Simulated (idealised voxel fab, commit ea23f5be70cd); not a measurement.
A process module follows: voxel spacer lines.
It is cross-section cut that appears here, measuring 250 nm in width, its square cells being 5 nm in size.
This document writes a cross-section as a grid whose cells are square, and gives it as bands, listed from the top down; one or more rows of cells form a band.
Per band: top height and bottom height in nm, followed by the left-to-right materials and their widths in nm; "full width" marks a single material spanning edge to edge, "blank" marks empty space.
Basically, 0 is our baseline, since under it the wafer straight out of the box is all one material. The bottom band has no lower end and keeps on going down, so it looks like "0 nm and below".
Note: "30..40" means the width goes from the first number (top row of the band) to the second number (bottom row) in equal steps per row of cells.
"remains unaltered" for a step: no cell of the cross-section changed in that step.
Look at "Voids, sealed" for the closed voids: empty spaces with no open path to the top, sized 8 cells or up. Each is width x height at distance, distance from the left edge, all nm.
Where a step's line continues beyond its settings, the continuation is a remark by the simulator itself on that step.
Each step line may optionally specify "overlay nm", which for a step with a mask gives the rightward distance between the mask's planned place and where it lay, a negative value indicating the leftward direction.

# Process steps - plan
| 1 | RECEIVE | material Si |
| 2 | CONFORMAL_DEP | material Al2O3 | thk nm 5 |
| 3 | DIRECTIONAL_DEP | material W | thk nm 10 |
| 4 | DIRECTIONAL_DEP | material polySi | thk nm 20 |
| 5 | PATTERN | tone cover | mask id MANDREL | material resist | width nm 20 | pitch nm 60 | thk nm 25 | overlay nm 0 |
| 6 | DIRECTIONAL_ETCH | etch materials polySi | depth nm 20 |
| 7 | STRIP | etch materials resist |
| 8 | CONFORMAL_DEP | material SiO2 | thk nm 10 |
| 9 | DIRECTIONAL_ETCH | etch materials SiO2 | depth nm 10 |
| 10 | STRIP | etch materials polySi |
| 11 | DIRECTIONAL_ETCH | etch materials W | depth nm 10 |
| 12 | STRIP | etch materials SiO2 |

# first wafer, as planned

# Wafer as received: cross-section following step 1
- 0 nm and below = Si full width
- Voids, sealed: none

# The wafer in cross-section once step 2 is complete
- 5 nm to 0 nm = Al2O3 full width
- At heights below 0, the structure remains unaltered.

# The wafer in cross-section once step 3 is complete
- 15 nm to 5 nm = W full width
- At heights below 5, the structure remains unaltered.

# The wafer in cross-section once step 4 is complete
- 35 nm to 15 nm = polySi full width
- At heights below 15, the structure remains unaltered.

# The wafer in cross-section once step 5 is complete
- 60 nm to 35 nm = 85 blank  20 resist  40 blank  20 resist  85 blank
- At heights below 35, the structure remains unaltered.

# The wafer in cross-section once step 6 is complete
- 60 nm to 35 nm = 85 blank  20 resist  40 blank  20 resist  85 blank
- 35 nm to 15 nm = 85 blank  20 polySi  40 blank  20 polySi  85 blank
- At heights below 15, the structure remains unaltered.

# The wafer in cross-section once step 7 is complete
- 35 nm to 15 nm = 85 blank  20 polySi  40 blank  20 polySi  85 blank
- At heights below 15, the structure remains unaltered.

# The wafer in cross-section once step 8 is complete
- 45 nm to 35 nm = 75 blank  40 SiO2  20 blank  40 SiO2  75 blank
- 35 nm to 25 nm = 75 blank  10 SiO2  20 polySi  10 SiO2  20 blank  10 SiO2  20 polySi  10 SiO2  75 blank
- 25 nm to 15 nm = 85 SiO2  20 polySi  40 SiO2  20 polySi  85 SiO2
- At heights below 15, the structure remains unaltered.

# The wafer in cross-section once step 9 is complete
- 35 nm to 15 nm = 75 blank  10 SiO2  20 polySi  10 SiO2  20 blank  10 SiO2  20 polySi  10 SiO2  75 blank
- At heights below 15, the structure remains unaltered.

# The wafer in cross-section once step 10 is complete
- 35 nm to 15 nm = 75 blank  10 SiO2  20 blank  10 SiO2  20 blank  10 SiO2  20 blank  10 SiO2  75 blank
- At heights below 15, the structure remains unaltered.

# The wafer in cross-section once step 11 is complete
- 35 nm to 15 nm = 75 blank  10 SiO2  20 blank  10 SiO2  20 blank  10 SiO2  20 blank  10 SiO2  75 blank
- 15 nm to 5 nm = 75 blank  10 W  20 blank  10 W  20 blank  10 W  20 blank  10 W  75 blank
- At heights below 5, the structure remains unaltered.

# The wafer in cross-section once step 12 is complete
- 15 nm to 5 nm = 75 blank  10 W  20 blank  10 W  20 blank  10 W  20 blank  10 W  75 blank
- At heights below 5, the structure remains unaltered.

# What follows concerns the second wafer, which started out like the first and was meant to follow the very same plan; one mistake crept in when it was run, but everything up to and including step 6 is the same as for the first wafer

# The second wafer in cross-section, at the planned close of step 7
- 35 nm to 15 nm = 85 blank  20 polySi  40 blank  20 polySi  85 blank
- At heights below 15, the structure remains unaltered.

# The second wafer in cross-section, at the planned close of step 8
- 45 nm to 35 nm = 75 blank  40 SiO2  20 blank  40 SiO2  75 blank
- 35 nm to 25 nm = 75 blank  10 SiO2  20 polySi  10 SiO2  20 blank  10 SiO2  20 polySi  10 SiO2  75 blank
- 25 nm to 15 nm = 85 SiO2  20 polySi  40 SiO2  20 polySi  85 SiO2
- At heights below 15, the structure remains unaltered.

# The second wafer in cross-section, at the planned close of step 9
- 35 nm to 15 nm = 75 blank  10 SiO2  20 polySi  10 SiO2  20 blank  10 SiO2  20 polySi  10 SiO2  75 blank
- At heights below 15, the structure remains unaltered.

# The second wafer in cross-section, at the planned close of step 10
- 35 nm to 15 nm = 75 blank  10 SiO2  20 blank  10 SiO2  20 blank  10 SiO2  20 blank  10 SiO2  75 blank
- At heights below 15, the structure remains unaltered.

# The second wafer in cross-section, at the planned close of step 11
- 35 nm to 15 nm = 75 blank  10 SiO2  20 blank  10 SiO2  20 blank  10 SiO2  20 blank  10 SiO2  75 blank
- 15 nm to 5 nm = 75 blank  10 W  20 blank  10 W  20 blank  10 W  20 blank  10 W  75 blank
- At heights below 5, the structure remains unaltered.

# The second wafer in cross-section, at the planned close of step 12
- 15 nm to 5 nm = 75 blank  10 W  20 blank  10 W  20 blank  10 W  20 blank  10 W  75 blank
- At heights below 5, the structure remains unaltered.
Diagnosis: plan step 7 was twice executed
at the end the two cross-sections are the same: no effect in what this model computes
